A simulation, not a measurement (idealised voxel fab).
process module | voxel released beams
cross-section cut | 210 nm wide | cells 5 nm
A cross-section is a grid of square cells, given in bands from the top down. A band is one or more rows of cells.
Each band's line starts with the height of the band's top and of its bottom, in nm. Then come its materials from left to right, each with its width in nm. One material with "throughout" fills the band from edge to edge. "air" is empty space.
Height 0 is the level under which the wafer as received is all one material. The lowest band goes on downwards, as in "0 down".
A width such as "30 to 40" changes by the same amount from each row of cells to the next, from the band's top row to its bottom row.
"no change" after a step means that no cell of the cross-section changed.
closed voids: empty space of 8 cells or more with no open way to the top, each as width x height at its distance from the left edge, in nm
after a step's settings: what the simulator itself notes on the step
overlay nm, on a step with a mask: how far to the right of its planned place the mask lay; to the left if negative
plan
1 op RECEIVE | material Si
2 op CONFORMAL_DEP | material SiN | thk nm 5
3 op DIRECTIONAL_DEP | material SiO2 | thk nm 10
4 op DIRECTIONAL_DEP | material aC | thk nm 15
5 op PATTERN | tone open | mask id ANCHOR | material resist | width nm 35 | thk nm 35 | overlay nm 0
6 op DIRECTIONAL_ETCH | etch materials aC | depth nm 15
7 op STRIP | etch materials resist
8 op DIRECTIONAL_ETCH | etch materials SiO2 | depth nm 10
9 op STRIP | etch materials aC
10 op CONFORMAL_DEP | material W | thk nm 15
11 op DIRECTIONAL_DEP | material aC | thk nm 15
12 op PATTERN | tone cover | mask id BEAM | material resist | width nm 120 | thk nm 30 | overlay nm 0
13 op DIRECTIONAL_ETCH | etch materials aC | depth nm 15
14 op STRIP | etch materials resist
15 op DIRECTIONAL_ETCH | etch materials W | depth nm 15
16 op STRIP | etch materials aC
17 op STRIP | etch materials SiO2
as received, after step 1
  0 down: Si throughout
  closed voids: none
first wafer at the end, as planned
  30 to 20: air 40 | W 20 | air 5 | W 95 | air 50
  20 to 15: air 40 | W 120 | air 50
  15 to 5: air 45 | W 35 | air 130
  5 to 0: SiN throughout
  0 down: Si throughout
  closed voids: none
second wafer at the end: like start, like plan, one mistake
  30 to 20: air 35 | W 25 | air 5 | W 90 | air 55
  20 to 15: air 35 | W 120 | air 55
  15 to 5: air 45 | W 35 | air 130
  5 to 0: SiN throughout
  0 down: Si throughout
  closed voids: none
what went wrong: step 12 ran as: op PATTERN | tone cover | mask id BEAM | material resist | width nm 120 | thk nm 30 | overlay nm -5
at the end the second wafer has, in cells: as many of each material as the first, in other places
